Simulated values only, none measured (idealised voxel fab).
Documented hereafter: the process module known as voxel capacitor over wiring.
235 nm wide, 5 nm square cells: that's cross-section cut.
A cross-section is written here as square cells arranged in a grid, and it is given in bands from the top down, each band taking up one or more rows of cells.
Top height, bottom height, nm. Materials left to right, width each, nm. Single material + "full width" = fills band edge to edge. "blank" = empty.
Heads up on the height convention: 0 is the point under which the incoming wafer is all one material, and the lowest band has no bottom, it just keeps going down, like "0..down".
Top row gets the first number, bottom row gets the second, and each row in between changes by the same step: that is how a band width like "30 to 40" works.
Where a step carries "no change occurred", the cross-section came out of it unchanged, cell for cell.
"Voids lacking openings" enumerates empty spaces isolated from the top, with no open way to it, that contain at least 8 cells, giving each as width x height at distance from the left edge, all three in nm.
Post-settings text on a step line: simulator's own remark regarding the step.
overlay nm: mask offset rightward from planned place, masked step; negative means leftward offset.
## Planned step list for the process
step 1: RECEIVE [material Si]
step 2: CONFORMAL_DEP [material SiO2] [thk nm 15]
step 3: DIRECTIONAL_DEP [material TiN] [thk nm 5]
step 4: DIRECTIONAL_DEP [material W] [thk nm 20]
step 5: MASKED_ETCH [tone cover] [mask id METAL_1] [width nm 15] [pitch nm 95] [etch materials W] [depth nm 20] [overlay nm 0]
step 6: MASKED_ETCH [tone cover] [mask id METAL_1] [width nm 25] [pitch nm 95] [etch materials TiN] [depth nm 5] [overlay nm 0]
step 7: CONFORMAL_DEP [material SiN] [thk nm 5]
step 8: FILL_DEP [material lowk] [thk nm 5]
step 9: CMP [height nm 40]
step 10: CONFORMAL_DEP [material SiCN] [thk nm 5]
step 11: DIRECTIONAL_DEP [material SiO2] [thk nm 20]
step 12: MASKED_ETCH [tone open] [mask id PLUG_1] [width nm 15] [etch materials SiO2] [depth nm 20] [overlay nm 0]
step 13: MASKED_ETCH [tone open] [mask id PLUG_1] [width nm 15] [etch materials SiCN] [depth nm 5] [overlay nm 0]
step 14: EPI [material Ru] [thk nm 10]
step 15: EPI [material Ru] [thk nm 10]
step 16: EPI [material Ru] [thk nm 5]
step 17: DIRECTIONAL_DEP [material TiN] [thk nm 10]
step 18: DIRECTIONAL_DEP [material Al2O3] [thk nm 5]
step 19: DIRECTIONAL_DEP [material TiN] [thk nm 10]
step 20: DIRECTIONAL_DEP [material aC] [thk nm 15]
step 21: PATTERN [tone cover] [mask id UPPER_PLATE] [material resist] [width nm 75] [thk nm 35] [overlay nm 0]
step 22: DIRECTIONAL_ETCH [etch materials aC] [depth nm 15]
step 23: STRIP [etch materials resist]
step 24: DIRECTIONAL_ETCH [etch materials TiN] [depth nm 10]
step 25: DIRECTIONAL_ETCH [etch materials Al2O3] [depth nm 5]
step 26: STRIP [etch materials aC]
step 27: MASKED_ETCH [tone cover] [mask id LOWER_PLATE] [width nm 85] [etch materials TiN] [depth nm 10] [overlay nm 0]
step 28: FILL_DEP [material SiO2] [thk nm 15]
step 29: CMP [height nm 100]
step 30: DIRECTIONAL_DEP [material aC] [thk nm 10]
step 31: PATTERN [tone open] [mask id PLUG_2] [material resist] [width nm 15] [thk nm 25] [overlay nm 0]
step 32: DIRECTIONAL_ETCH [etch materials aC] [depth nm 10]
step 33: STRIP [etch materials resist]
step 34: DIRECTIONAL_ETCH [etch materials SiO2] [depth nm 10]
step 35: STRIP [etch materials aC]
step 36: CONFORMAL_DEP [material TiN] [thk nm 5]
step 37: FILL_DEP [material Ru] [thk nm 10]
step 38: CMP [height nm 100]
step 39: CONFORMAL_DEP [material SiN] [thk nm 5]
Wafer-to-wafer difference: width nm, step 5. Common start. Plan = first wafer's value.
## The first of several wafers as received, shown in cross-section; this is its state after step 1
* 0..down = Si full width
* Voids lacking openings: none
## The figure below presents a cross-section of the first of several wafers at the conclusion of the module, following its last step, step 39
* 105..100 = SiN full width
* 100..95 = SiO2 75  TiN 5  Ru 5  TiN 5  SiO2 145
* 95..90 = SiO2 75  TiN 15  SiO2 145
* 90..80 = SiO2 65  TiN 75  SiO2 95
* 80..75 = SiO2 65  Al2O3 75  SiO2 95
* 75..65 = SiO2 60  TiN 85  SiO2 90
* 65..45 = SiO2 65  Ru 15  SiO2 155
* 45..40 = SiCN 65  Ru 15  SiCN 155
* 40..25 = lowk 55  SiN 5  W 15  SiN 5  lowk 70  SiN 5  W 15  SiN 5  lowk 60
* 25..20 = lowk 50  SiN 10  W 15  SiN 10  lowk 60  SiN 10  W 15  SiN 10  lowk 55
* 20..15 = SiN 55  TiN 25  SiN 70  TiN 25  SiN 60
* 15..0 = SiO2 full width
* 0..down = Si full width
* Voids lacking openings: none
## Cross-section, module end, final of several wafers
* 105..100 = SiN full width
* 100..95 = SiO2 75  TiN 5  Ru 5  TiN 5  SiO2 145
* 95..90 = SiO2 75  TiN 15  SiO2 145
* 90..80 = SiO2 65  TiN 75  SiO2 95
* 80..75 = SiO2 65  Al2O3 75  SiO2 95
* 75..65 = SiO2 60  TiN 85  SiO2 90
* 65..45 = SiO2 65  Ru 15  SiO2 155
* 45..40 = SiCN 65  Ru 15  SiCN 155
* 40..20 = lowk 45  SiN 5  W 40  SiN 5  lowk 45  SiN 5  W 40  SiN 5  lowk 45
* 20..15 = SiN 50  TiN 40  SiN 55  TiN 40  SiN 50
* 15..0 = SiO2 full width
* 0..down = Si full width
* Voids lacking openings: none
## What follows is a table in which each wafer occupies a row; for the wafer as it stands at the close of the module, the row states, material by material, how many cells have been gained (+) or lost (-) since receipt, and then gives its closed voids
width nm 15; +15 Al2O3; +16 Ru; +44 SiCN; +104 SiN; +561 SiO2; +79 TiN; +24 W; +144 lowk; Voids lacking openings: none
width nm 20; +15 Al2O3; +16 Ru; +44 SiCN; +102 SiN; +561 SiO2; +79 TiN; +32 W; +138 lowk; Voids lacking openings: none
width nm 25; +15 Al2O3; +16 Ru; +44 SiCN; +100 SiN; +561 SiO2; +79 TiN; +40 W; +132 lowk; Voids lacking openings: none
width nm 30; +15 Al2O3; +16 Ru; +44 SiCN; +98 SiN; +561 SiO2; +81 TiN; +48 W; +124 lowk; Voids lacking openings: none
width nm 35; +15 Al2O3; +16 Ru; +44 SiCN; +96 SiN; +561 SiO2; +83 TiN; +56 W; +116 lowk; Voids lacking openings: none
width nm 40; +15 Al2O3; +16 Ru; +44 SiCN; +94 SiN; +561 SiO2; +85 TiN; +64 W; +108 lowk; Voids lacking openings: none
